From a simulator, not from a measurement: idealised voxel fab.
voxel air gaps: a process module
Each square cell in cross-section cut measures 5 nm, and the section as a whole is 185 nm wide.
A cross-section in this document is a grid of square cells, and it is written down as bands, the top band listed before the ones below it; a band is made up of one or more rows of cells.
This entry defines a band. It first specifies the height of the band's top and the height of its bottom in nm, and then specifies the band's materials from left to right, stating each material with its width in nm. The word "everywhere" identifies a single material that fills the band from edge to edge, while the word "air" identifies empty space.
Below 0: as-received wafer, all one material; heights counted from there. Lowest band: no bottom, goes on down, written "0 nm and below".
A two-number width, for instance "30 to 40", indicates that the width is equal to the first number in the top row of the band and to the second number in the bottom row, and that it changes by a constant amount per row of cells.
Key: "no alteration" - step with no changed cell in the cross-section.
Entry "Cavities, closed" = empty spaces >= 8 cells with no open way to the top; each as width x height at distance, distance from left edge, all nm.
Step line, after settings: the simulator's comment on this step.
overlay nm: for a step with a mask, the amount by which the mask lay right of where it was planned; a negative amount means left of it.
### The planned process steps are enumerated hereunder
1,RECEIVE with material Si
2,CONFORMAL_DEP with material SiO2, thk nm 15
3,CONFORMAL_DEP with material SiN, thk nm 5
4,DIRECTIONAL_DEP with material SiO2, thk nm 40
5,PATTERN with tone open, mask id LINES, material resist, width nm 25, pitch nm 50, thk nm 15, overlay nm 0
6,DIRECTIONAL_ETCH with etch materials SiO2, depth nm 40
7,STRIP with etch materials resist
8,CONFORMAL_DEP with material TiN, thk nm 5
9,FILL_DEP with material W, thk nm 10
10,CMP with height nm 60
11,EPI with material Ru, thk nm 10
12,SELECTIVE_ETCH with etch materials SiO2, depth nm 50
13,CONFORMAL_DEP with material SiCN, thk nm 5
### As-received state of the wafer in cross-section, equivalent to post-step 1
- 0 nm and below  Si everywhere
- Cavities, closed: none
### Final cross-section, module run with one mistake (start and plan as above)
- 75 nm to 70 nm  SiCN everywhere
- 70 nm to 60 nm  Ru everywhere
- 60 nm to 55 nm  TiN: 35  W: 15  TiN: 35  W: 15  TiN: 35  W: 15  TiN: 35
- 55 nm to 20 nm  SiO2: 30  TiN: 5  W: 15  TiN: 5  SiO2: 25  TiN: 5  W: 15  TiN: 5  SiO2: 25  TiN: 5  W: 15  TiN: 5  SiO2: 30
- 20 nm to 15 nm  SiO2: 30  TiN: 25  SiO2: 25  TiN: 25  SiO2: 25  TiN: 25  SiO2: 30
- 15 nm to 0 nm  SiO2 everywhere
- 0 nm and below  Si everywhere
- Cavities, closed: none
what went wrong: step 3 of the plan: omitted, not performed
